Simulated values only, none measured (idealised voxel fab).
process module | voxel ribs on slabs
cross-section cut | 190 nm wide | cells 5 nm
A cross-section is a grid of square cells, given in bands from the top down. A band is one or more rows of cells.
Each band's line starts with the height of the band's top and of its bottom, in nm. Then come its materials from left to right, each with its width in nm. One material with "throughout" fills the band from edge to edge. "air" is empty space.
Height 0 is the level under which the wafer as received is all one material. The lowest band goes on downwards, as in "0 down".
A width such as "30 to 40" changes by the same amount from each row of cells to the next, from the band's top row to its bottom row.
"no change" after a step means that no cell of the cross-section changed.
closed voids: empty space of 8 cells or more with no open way to the top, each as width x height at its distance from the left edge, in nm
after a step's settings: what the simulator itself notes on the step
overlay nm, on a step with a mask: how far to the right of its planned place the mask lay; to the left if negative
plan
1 op RECEIVE | material Si
2 op DIRECTIONAL_DEP | material SiO2 | thk nm 30
3 op DIRECTIONAL_DEP | material polySi | thk nm 20
4 op DIRECTIONAL_DEP | material aC | thk nm 10
5 op PATTERN | tone cover | mask id RIB | material resist | width nm 30 | thk nm 30 | overlay nm 0
6 op DIRECTIONAL_ETCH | etch materials aC | depth nm 10
7 op STRIP | etch materials resist
8 op DIRECTIONAL_ETCH | etch materials polySi | depth nm 5
9 op STRIP | etch materials aC
10 op DIRECTIONAL_DEP | material aC | thk nm 10
11 op PATTERN | tone cover | mask id SLAB | material resist | width nm 80 | thk nm 25 | overlay nm 0
12 op DIRECTIONAL_ETCH | etch materials aC | depth nm 10
13 op STRIP | etch materials resist
14 op DIRECTIONAL_ETCH | etch materials polySi | depth nm 15
15 op STRIP | etch materials aC
16 op FILL_DEP | material SiO2 | thk nm 30
17 op CMP | height nm 70
18 op DIRECTIONAL_DEP | material TiN | thk nm 5
19 op PATTERN | tone cover | mask id HEATER | material resist | width nm 40 | thk nm 20 | overlay nm 0
20 op DIRECTIONAL_ETCH | etch materials TiN | depth nm 5
21 op STRIP | etch materials resist
22 op CONFORMAL_DEP | material SiO2 | thk nm 10
as received, after step 1
  0 down: Si throughout
  closed voids: none
a wafer at the end: this start, this plan, one mistake
  85 to 80: air 65 | SiO2 65 | air 60
  80 to 75: SiO2 throughout
  75 to 70: SiO2 75 | TiN 45 | SiO2 70
  70 to 50: SiO2 throughout
  50 to 45: SiO2 80 | polySi 30 | SiO2 80
  45 to 30: SiO2 55 | polySi 80 | SiO2 55
  30 to 0: SiO2 throughout
  0 down: Si throughout
  closed voids: none
what went wrong: step 19 ran as: op PATTERN | tone cover | mask id HEATER | material resist | width nm 45 | thk nm 20 | overlay nm 0
